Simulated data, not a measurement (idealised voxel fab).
The document below concerns the process module designated voxel tone inversion.
The figure presents cross-section cut, which has a width of 160 nm and is divided into square cells with an edge length of 5 nm.
Think of the cross-section as a grid of square cells. We describe it in bands, top to bottom, and each band covers one or more rows of those cells.
Band entry format. Leading values: height of top, height of bottom, nm. Remainder: materials in left-to-right order, each with its width in nm. Special words: "throughout" on a single material, which then fills the band edge to edge; "air", empty space.
Heights are expressed relative to 0, this being the level below which the as-received wafer comprises one material exclusively. The lowest band is unbounded in the downward direction and is denoted as in "0 and below".
Width spec "30->40" -> top row of cells at first value, bottom row at second value, equal per-row change in between.
The designation "same as before", where it is given for a processing step, indicates that no cell of the cross-section was altered in the course of that step.
"Entrapped void list" means: voids of 8 cells or more that are shut off from the top with no open way through. Written width x height at distance, distance from the left edge, in nm.
Read whatever lies past the settings on a step's line as the simulator's own remark about the step.
overlay nm: for a step with a mask, the amount by which the mask lay right of where it was planned; a negative amount means left of it.

This section lists the process steps that were planned
- 1: RECEIVE,material Si
- 2: CONFORMAL_DEP,material SiCN,thk nm 5
- 3: DIRECTIONAL_DEP,material aC,thk nm 25
- 4: PATTERN,tone cover,mask id POSTS,material resist,width nm 25,pitch nm 40,thk nm 30,overlay nm 0
- 5: DIRECTIONAL_ETCH,etch materials aC,depth nm 25
- 6: STRIP,etch materials resist
- 7: FILL_DEP,material SiO2,thk nm 5
- 8: CMP,height nm 30
- 9: STRIP,etch materials aC

Received-state cross-section, reflecting completion of step 1
	0 and below: Si throughout
	Entrapped void list: none

Cross-section at module end, one run error; start and plan unchanged from above
	25 down to 5: 25 of SiO2 / 25 of air / 15 of SiO2 / 25 of air / 15 of SiO2 / 25 of air / 30 of SiO2
	5 down to 0: SiCN throughout
	0 and below: Si throughout
	Entrapped void list: none
Here's what went sideways: note that step 8 departed from the planned setting and was carried out as CMP,height nm 25
